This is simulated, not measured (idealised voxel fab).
Presented below is a process module, voxel transistor to metal.
The figure presents cross-section cut, which has a width of 265 nm and is divided into square cells with an edge length of 5 nm.
When this document writes out a cross-section, it uses a grid of square cells and lists it as bands, beginning at the top and moving down, with a band standing for one or more rows of cells. Within each band entry, the heights of the top and of the bottom of the band appear first, in that order and in nm; the materials of the band then follow from left to right, each with its corresponding width in nm. The designation "edge to edge" on a single material indicates that it fills the band from edge to edge; the designation "blank" indicates empty space. Below 0: as-received wafer, all one material; heights counted from there. Lowest band: no bottom, goes on down, written "0 nm and below". So if you see something like "30->40" for the width, read it as the top row of the band sitting at the first number and the bottom row at the second, with every row in between moving by the same amount as the last. No cell of the cross-section changed in a step that is given as "all unchanged". "Completely sealed voids" - sealed voids, min. 8 cells, no opening to top; format: width x height at distance (distance from left edge; nm throughout). Heads up: the bit after the settings on a step's line is the simulator's remark on that step. overlay nm: right-of-plan distance of the mask on a masked step; negative values mean left-of-plan.

-- Set out below are the planned steps of the process
1. RECEIVE, material Si
2. CONFORMAL_DEP, material SiO2, thk nm 5
3. CONFORMAL_DEP, material SiN, thk nm 10
4. PATTERN, tone cover, mask id ACTIVE, material resist, width nm 105, pitch nm 125, thk nm 15, overlay nm 0
5. DIRECTIONAL_ETCH, etch materials SiN, depth nm 10
6. DIRECTIONAL_ETCH, etch materials SiO2, depth nm 5
7. DIRECTIONAL_ETCH, etch materials Si, depth nm 35
8. STRIP, etch materials resist
9. OXIDIZE, depth nm 5
10. FILL_DEP, material SiO2, thk nm 15
11. CMP, height nm 15
12. SELECTIVE_ETCH, etch materials SiO2, depth nm 5
13. STRIP, etch materials SiN
14. SELECTIVE_ETCH, etch materials SiO2, depth nm 5
15. OXIDIZE, depth nm 5
16. DIRECTIONAL_DEP, material polySi, thk nm 20
17. DIRECTIONAL_DEP, material SiCN, thk nm 15
18. PATTERN, tone cover, mask id GATE, material resist, width nm 25, pitch nm 125, thk nm 20, overlay nm -15
19. DIRECTIONAL_ETCH, etch materials SiCN, depth nm 25
20. DIRECTIONAL_ETCH, etch materials polySi, depth nm 30
21. STRIP, etch materials resist
22. CONFORMAL_DEP, material SiO2, thk nm 5
23. DIRECTIONAL_ETCH, etch materials SiO2, depth nm 5
24. CONFORMAL_DEP, material SiN, thk nm 5
25. DIRECTIONAL_ETCH, etch materials SiN, depth nm 5
26. DIRECTIONAL_ETCH, etch materials SiO2, depth nm 5
27. DIRECTIONAL_ETCH, etch materials Si, depth nm 15
28. EPI, material pSi, thk nm 20
29. FILL_DEP, material SiO2, thk nm 5
30. CMP, height nm 35
31. DIRECTIONAL_DEP, material SiO2, thk nm 15
32. MASKED_ETCH, tone open, mask id CONTACT, width nm 30, etch materials SiO2, depth nm 50, overlay nm 0
33. CONFORMAL_DEP, material TiN, thk nm 5
34. FILL_DEP, material W, thk nm 5
35. CMP, height nm 50
36. CONFORMAL_DEP, material SiCN, thk nm 5
37. DIRECTIONAL_DEP, material lowk, thk nm 20
38. MASKED_ETCH, tone open, mask id METAL_1, width nm 20, etch materials lowk, depth nm 20, overlay nm 0
39. MASKED_ETCH, tone open, mask id METAL_1, width nm 20, etch materials SiCN, depth nm 5, overlay nm 0
40. CONFORMAL_DEP, material TiN, thk nm 5
41. FILL_DEP, material Cu, thk nm 5
42. CMP, height nm 75
43. CONFORMAL_DEP, material SiCN, thk nm 5
44. DIRECTIONAL_DEP, material lowk, thk nm 35
45. PATTERN, tone open, mask id METAL_2_HOLES, material resist, width nm 15, pitch nm 125, thk nm 15, overlay nm 0
46. DIRECTIONAL_ETCH, etch materials lowk, depth nm 35
47. STRIP, etch materials resist
48. DIRECTIONAL_DEP, material aC, thk nm 10
49. PATTERN, tone open, mask id METAL_2, material resist, width nm 20, pitch nm 125, thk nm 25, overlay nm 0
50. DIRECTIONAL_ETCH, etch materials aC, depth nm 10
51. STRIP, etch materials resist
52. DIRECTIONAL_ETCH, etch materials lowk, depth nm 20
53. DIRECTIONAL_ETCH, etch materials SiCN, depth nm 5
54. STRIP, etch materials aC
55. CONFORMAL_DEP, material TiN, thk nm 5
56. FILL_DEP, material Cu, thk nm 10
57. CMP, height nm 115
58. CONFORMAL_DEP, material SiN, thk nm 5
The plan shows the overlay nm of step 18 as the first wafer had it; this setting differs between the wafers, which start out alike.

-- The first of several wafers, as received after step 1, seen in section
- 0 nm and below: Si edge to edge
- Completely sealed voids: none

-- Cross-section of the first of several wafers once the module has run through its last step, step 58
- 120 nm to 115 nm: SiN edge to edge
- 115 nm to 100 nm: 20 of lowk / 5 of TiN / 10 of Cu / 5 of TiN / 105 of lowk / 5 of TiN / 10 of Cu / 5 of TiN / 100 of lowk
- 100 nm to 95 nm: 20 of lowk / 5 of TiN / 5 of Cu / 10 of TiN / 105 of lowk / 5 of TiN / 5 of Cu / 10 of TiN / 100 of lowk
- 95 nm to 80 nm: 20 of lowk / 5 of TiN / 5 of Cu / 5 of TiN / 110 of lowk / 5 of TiN / 5 of Cu / 5 of TiN / 105 of lowk
- 80 nm to 75 nm: 20 of SiCN / 15 of TiN / 110 of SiCN / 15 of TiN / 105 of SiCN
- 75 nm to 55 nm: 20 of lowk / 5 of TiN / 10 of Cu / 5 of TiN / 55 of lowk / 5 of TiN / 10 of Cu / 5 of TiN / 30 of lowk / 5 of TiN / 10 of Cu / 5 of TiN / 55 of lowk / 5 of TiN / 10 of Cu / 5 of TiN / 25 of lowk
- 55 nm to 50 nm: 20 of SiCN / 20 of TiN / 55 of SiCN / 20 of TiN / 30 of SiCN / 20 of TiN / 55 of SiCN / 20 of TiN / 25 of SiCN
- 50 nm to 40 nm: 20 of SiO2 / 5 of TiN / 20 of W / 5 of TiN / 35 of SiO2 / 5 of TiN / 20 of W / 5 of TiN / 30 of SiO2 / 5 of TiN / 20 of W / 5 of TiN / 35 of SiO2 / 5 of TiN / 20 of W / 5 of TiN / 25 of SiO2
- 40 nm to 35 nm: 20 of SiO2 / 30 of TiN / 35 of SiO2 / 5 of TiN / 20 of W / 5 of TiN / 30 of SiO2 / 30 of TiN / 35 of SiO2 / 5 of TiN / 20 of W / 5 of TiN / 25 of SiO2
- 35 nm to 20 nm: 20 of SiO2 / 10 of TiN / 5 of SiN / 5 of TiN / 25 of SiCN / 5 of SiO2 / 5 of SiN / 10 of SiO2 / 5 of TiN / 20 of W / 5 of TiN / 30 of SiO2 / 10 of TiN / 5 of SiN / 5 of TiN / 25 of SiCN / 5 of SiO2 / 5 of SiN / 10 of SiO2 / 5 of TiN / 20 of W / 5 of TiN / 25 of SiO2
- 20 nm to 15 nm: 20 of SiO2 / 10 of TiN / 5 of SiN / 5 of TiN / 25 of polySi / 5 of SiO2 / 5 of SiN / 10 of SiO2 / 15 of TiN / 10 of W / 5 of TiN / 30 of SiO2 / 10 of TiN / 5 of SiN / 5 of TiN / 25 of polySi / 5 of SiO2 / 5 of SiN / 10 of SiO2 / 15 of TiN / 10 of W / 5 of TiN / 25 of SiO2
- 15 nm to 5 nm: 10 of SiO2 / 20 of pSi / 5 of SiN / 5 of TiN / 25 of polySi / 5 of SiO2 / 5 of SiN / 20 of pSi / 5 of TiN / 10 of W / 5 of TiN / 20 of SiO2 / 20 of pSi / 5 of SiN / 5 of TiN / 25 of polySi / 5 of SiO2 / 5 of SiN / 20 of pSi / 5 of TiN / 10 of W / 5 of TiN / 25 of SiO2
- 5 nm to 0 nm: 10 of SiO2 / 5 of pSi / 5 of SiN / 10 of pSi / 5 of SiN / 5 of TiN / 25 of polySi / 5 of SiO2 / 5 of SiN / 20 of pSi / 20 of TiN / 5 of SiN / 15 of SiO2 / 5 of pSi / 5 of SiN / 10 of pSi / 5 of SiN / 5 of TiN / 25 of polySi / 5 of SiO2 / 5 of SiN / 20 of pSi / 20 of TiN / 5 of SiN / 20 of SiO2
- 0 nm to -5 nm: 20 of SiO2 / 10 of pSi / 45 of SiO2 / 40 of pSi / 30 of SiO2 / 10 of pSi / 45 of SiO2 / 40 of pSi / 25 of SiO2
- -5 nm to -20 nm: 20 of SiO2 / 10 of pSi / 45 of Si / 40 of pSi / 30 of SiO2 / 10 of pSi / 45 of Si / 40 of pSi / 25 of SiO2
- -20 nm to -40 nm: 20 of SiO2 / 95 of Si / 30 of SiO2 / 95 of Si / 25 of SiO2
- -40 nm and below: Si edge to edge
- Completely sealed voids: none

-- Sectional view of the last wafer upon completion of the module
- 120 nm to 115 nm: SiN edge to edge
- 115 nm to 100 nm: 20 of lowk / 5 of TiN / 10 of Cu / 5 of TiN / 105 of lowk / 5 of TiN / 10 of Cu / 5 of TiN / 100 of lowk
- 100 nm to 95 nm: 20 of lowk / 5 of TiN / 5 of Cu / 10 of TiN / 105 of lowk / 5 of TiN / 5 of Cu / 10 of TiN / 100 of lowk
- 95 nm to 80 nm: 20 of lowk / 5 of TiN / 5 of Cu / 5 of TiN / 110 of lowk / 5 of TiN / 5 of Cu / 5 of TiN / 105 of lowk
- 80 nm to 75 nm: 20 of SiCN / 15 of TiN / 110 of SiCN / 15 of TiN / 105 of SiCN
- 75 nm to 55 nm: 20 of lowk / 5 of TiN / 10 of Cu / 5 of TiN / 55 of lowk / 5 of TiN / 10 of Cu / 5 of TiN / 30 of lowk / 5 of TiN / 10 of Cu / 5 of TiN / 55 of lowk / 5 of TiN / 10 of Cu / 5 of TiN / 25 of lowk
- 55 nm to 50 nm: 20 of SiCN / 20 of TiN / 55 of SiCN / 20 of TiN / 30 of SiCN / 20 of TiN / 55 of SiCN / 20 of TiN / 25 of SiCN
- 50 nm to 40 nm: 20 of SiO2 / 5 of TiN / 20 of W / 5 of TiN / 35 of SiO2 / 5 of TiN / 20 of W / 5 of TiN / 30 of SiO2 / 5 of TiN / 20 of W / 5 of TiN / 35 of SiO2 / 5 of TiN / 20 of W / 5 of TiN / 25 of SiO2
- 40 nm to 35 nm: 20 of SiO2 / 5 of TiN / 20 of W / 5 of TiN / 35 of SiO2 / 30 of TiN / 30 of SiO2 / 5 of TiN / 20 of W / 5 of TiN / 35 of SiO2 / 30 of TiN / 25 of SiO2
- 35 nm to 20 nm: 20 of SiO2 / 5 of TiN / 20 of W / 5 of TiN / 10 of SiO2 / 5 of SiN / 5 of SiO2 / 25 of SiCN / 5 of TiN / 5 of SiN / 10 of TiN / 30 of SiO2 / 5 of TiN / 20 of W / 5 of TiN / 10 of SiO2 / 5 of SiN / 5 of SiO2 / 25 of SiCN / 5 of TiN / 5 of SiN / 10 of TiN / 25 of SiO2
- 20 nm to 15 nm: 20 of SiO2 / 5 of TiN / 10 of W / 15 of TiN / 10 of SiO2 / 5 of SiN / 5 of SiO2 / 25 of polySi / 5 of TiN / 5 of SiN / 10 of TiN / 30 of SiO2 / 5 of TiN / 10 of W / 15 of TiN / 10 of SiO2 / 5 of SiN / 5 of SiO2 / 25 of polySi / 5 of TiN / 5 of SiN / 10 of TiN / 25 of SiO2
- 15 nm to 5 nm: 20 of SiO2 / 5 of TiN / 10 of W / 5 of TiN / 20 of pSi / 5 of SiN / 5 of SiO2 / 25 of polySi / 5 of TiN / 5 of SiN / 20 of pSi / 20 of SiO2 / 5 of TiN / 10 of W / 5 of TiN / 20 of pSi / 5 of SiN / 5 of SiO2 / 25 of polySi / 5 of TiN / 5 of SiN / 20 of pSi / 15 of SiO2
- 5 nm to 0 nm: 15 of SiO2 / 5 of SiN / 20 of TiN / 20 of pSi / 5 of SiN / 5 of SiO2 / 25 of polySi / 5 of TiN / 5 of SiN / 10 of pSi / 5 of SiN / 5 of pSi / 15 of SiO2 / 5 of SiN / 20 of TiN / 20 of pSi / 5 of SiN / 5 of SiO2 / 25 of polySi / 5 of TiN / 5 of SiN / 10 of pSi / 5 of SiN / 5 of pSi / 15 of SiO2
- 0 nm to -5 nm: 20 of SiO2 / 40 of pSi / 45 of SiO2 / 10 of pSi / 30 of SiO2 / 40 of pSi / 45 of SiO2 / 10 of pSi / 25 of SiO2
- -5 nm to -20 nm: 20 of SiO2 / 40 of pSi / 45 of Si / 10 of pSi / 30 of SiO2 / 40 of pSi / 45 of Si / 10 of pSi / 25 of SiO2
- -20 nm to -40 nm: 20 of SiO2 / 95 of Si / 30 of SiO2 / 95 of Si / 25 of SiO2
- -40 nm and below: Si edge to edge
- Completely sealed voids: none

-- wafer rows; end of module; cells per material since receipt: (+) gained, (-) lost; then closed voids
overlay nm -15; +52 Cu; -218 Si; +114 SiCN; +85 SiN; +346 SiO2; +182 TiN; +76 W; +469 lowk; +126 pSi; +40 polySi; Completely sealed voids: none
overlay nm -10; +52 Cu; -218 Si; +114 SiCN; +85 SiN; +344 SiO2; +182 TiN; +78 W; +469 lowk; +126 pSi; +40 polySi; Completely sealed voids: none
overlay nm -5; +52 Cu; -218 Si; +114 SiCN; +85 SiN; +340 SiO2; +182 TiN; +80 W; +469 lowk; +128 pSi; +40 polySi; Completely sealed voids: none
overlay nm 0; +52 Cu; -218 Si; +114 SiCN; +85 SiN; +354 SiO2; +168 TiN; +80 W; +469 lowk; +128 pSi; +40 polySi; Completely sealed voids: none
overlay nm 5; +52 Cu; -218 Si; +114 SiCN; +85 SiN; +340 SiO2; +182 TiN; +80 W; +469 lowk; +128 pSi; +40 polySi; Completely sealed voids: none
overlay nm 10; +52 Cu; -218 Si; +114 SiCN; +85 SiN; +344 SiO2; +182 TiN; +78 W; +469 lowk; +126 pSi; +40 polySi; Completely sealed voids: none
overlay nm 15; +52 Cu; -218 Si; +114 SiCN; +85 SiN; +346 SiO2; +182 TiN; +76 W; +469 lowk; +126 pSi; +40 polySi; Completely sealed voids: none
